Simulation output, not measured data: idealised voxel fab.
process module | voxel capacitor over wiring
cross-section cut | 155 nm wide | cells 5 nm
A cross-section is a grid of square cells, given in bands from the top down. A band is one or more rows of cells.
Each band's line starts with the height of the band's top and of its bottom, in nm. Then come its materials from left to right, each with its width in nm. One material with "throughout" fills the band from edge to edge. "air" is empty space.
Height 0 is the level under which the wafer as received is all one material. The lowest band goes on downwards, as in "0 down".
A width such as "30 to 40" changes by the same amount from each row of cells to the next, from the band's top row to its bottom row.
"no change" after a step means that no cell of the cross-section changed.
closed voids: empty space of 8 cells or more with no open way to the top, each as width x height at its distance from the left edge, in nm
after a step's settings: what the simulator itself notes on the step
overlay nm, on a step with a mask: how far to the right of its planned place the mask lay; to the left if negative
plan
1 op RECEIVE | material Si
2 op CONFORMAL_DEP | material SiO2 | thk nm 15
3 op CONFORMAL_DEP | material SiCN | thk nm 5
4 op DIRECTIONAL_DEP | material SiO2 | thk nm 20
5 op DIRECTIONAL_DEP | material aC | thk nm 10
6 op PATTERN | tone open | mask id METAL_1 | material resist | width nm 30 | pitch nm 85 | thk nm 30 | overlay nm 0
7 op DIRECTIONAL_ETCH | etch materials aC | depth nm 10
8 op STRIP | etch materials resist
9 op DIRECTIONAL_ETCH | etch materials SiO2 | depth nm 20
10 op DIRECTIONAL_ETCH | etch materials SiCN | depth nm 5
11 op STRIP | etch materials aC
12 op CONFORMAL_DEP | material TiN | thk nm 5
13 op FILL_DEP | material Cu | thk nm 10
14 op CMP | height nm 40
15 op EPI | material Ru | thk nm 5
16 op FILL_DEP | material SiCN | thk nm 5
17 op DIRECTIONAL_DEP | material lowk | thk nm 20
18 op DIRECTIONAL_DEP | material aC | thk nm 10
19 op PATTERN | tone open | mask id PLUG_1 | material resist | width nm 15 | thk nm 30 | overlay nm 0
20 op DIRECTIONAL_ETCH | etch materials aC | depth nm 10
21 op STRIP | etch materials resist
22 op DIRECTIONAL_ETCH | etch materials lowk | depth nm 20
23 op DIRECTIONAL_ETCH | etch materials SiCN | depth nm 5
24 op STRIP | etch materials aC
25 op EPI | material Ru | thk nm 10
26 op EPI | material Ru | thk nm 10
27 op EPI | material Ru | thk nm 5
28 op DIRECTIONAL_DEP | material TiN | thk nm 5
29 op DIRECTIONAL_DEP | material HfO2 | thk nm 5
30 op DIRECTIONAL_DEP | material TiN | thk nm 5
31 op PATTERN | tone cover | mask id UPPER_PLATE | material resist | width nm 60 | thk nm 15 | overlay nm 0
32 op DIRECTIONAL_ETCH | etch materials TiN | depth nm 5
33 op DIRECTIONAL_ETCH | etch materials HfO2 | depth nm 5
34 op STRIP | etch materials resist
35 op DIRECTIONAL_DEP | material aC | thk nm 5
36 op PATTERN | tone cover | mask id LOWER_PLATE | material resist | width nm 70 | thk nm 35 | overlay nm 0
37 op DIRECTIONAL_ETCH | etch materials aC | depth nm 15
38 op STRIP | etch materials resist
39 op DIRECTIONAL_ETCH | etch materials TiN | depth nm 5
40 op STRIP | etch materials aC
41 op FILL_DEP | material SiO2 | thk nm 15
42 op CMP | height nm 95
43 op MASKED_ETCH | tone open | mask id PLUG_2 | width nm 15 | etch materials SiO2 | depth nm 10 | overlay nm 0
44 op CONFORMAL_DEP | material TiN | thk nm 5
45 op FILL_DEP | material W | thk nm 10
46 op CMP | height nm 95
47 op CONFORMAL_DEP | material SiCN | thk nm 5
varied across the wafers: thk nm of step 35. The plan shows the first wafer's value. All wafers start alike
first wafer as received, after step 1
  0 down: Si throughout
  closed voids: none
first wafer at the end, after step 47
  100 to 95: SiCN throughout
  95 to 90: SiO2 45 | TiN 5 | W 5 | TiN 5 | SiO2 95
  90 to 80: SiO2 45 to 35 | TiN 15 to 60 | SiO2 95 to 60
  80 to 75: SiO2 35 | HfO2 60 | SiO2 60
  75 to 70: SiO2 30 | TiN 70 | SiO2 55
  70 to 50: lowk 35 | Ru 15 | lowk 105
  50 to 45: SiCN 35 | Ru 15 | SiCN 105
  45 to 40: SiCN 15 | Ru 40 | SiCN 45 | Ru 40 | SiCN 15
  40 to 20: SiO2 20 | TiN 5 | Cu 20 | TiN 5 | SiO2 55 | TiN 5 | Cu 20 | TiN 5 | SiO2 20
  20 to 15: SiCN 20 | TiN 30 | SiCN 55 | TiN 30 | SiCN 20
  15 to 0: SiO2 throughout
  0 down: Si throughout
  closed voids: none
last wafer at the end
  100 to 95: SiCN throughout
  95 to 90: SiO2 45 | TiN 5 | W 5 | TiN 5 | SiO2 95
  90 to 80: SiO2 45 to 35 | TiN 15 to 60 | SiO2 95 to 60
  80 to 75: SiO2 35 | HfO2 60 | SiO2 60
  75 to 70: TiN throughout
  70 to 50: lowk 35 | Ru 15 | lowk 105
  50 to 45: SiCN 35 | Ru 15 | SiCN 105
  45 to 40: SiCN 15 | Ru 40 | SiCN 45 | Ru 40 | SiCN 15
  40 to 20: SiO2 20 | TiN 5 | Cu 20 | TiN 5 | SiO2 55 | TiN 5 | Cu 20 | TiN 5 | SiO2 20
  20 to 15: SiCN 20 | TiN 30 | SiCN 55 | TiN 30 | SiCN 20
  15 to 0: SiO2 throughout
  0 down: Si throughout
  closed voids: none
each wafer at the end: cells of each material gained (+) or lost (-) since it was received, then its closed voids
thk nm 5 | +32 Cu | +12 HfO2 | +31 Ru | +93 SiCN | +280 SiO2 | +59 TiN | +1 W | +112 lowk | closed voids: none
thk nm 10 | +32 Cu | +12 HfO2 | +31 Ru | +93 SiCN | +280 SiO2 | +59 TiN | +1 W | +112 lowk | closed voids: none
thk nm 15 | +32 Cu | +12 HfO2 | +31 Ru | +93 SiCN | +280 SiO2 | +59 TiN | +1 W | +112 lowk | closed voids: none
thk nm 20 | +32 Cu | +12 HfO2 | +31 Ru | +93 SiCN | +263 SiO2 | +76 TiN | +1 W | +112 lowk | closed voids: none
thk nm 25 | +32 Cu | +12 HfO2 | +31 Ru | +93 SiCN | +263 SiO2 | +76 TiN | +1 W | +112 lowk | closed voids: none
thk nm 30 | +32 Cu | +12 HfO2 | +31 Ru | +93 SiCN | +263 SiO2 | +76 TiN | +1 W | +112 lowk | closed voids: none
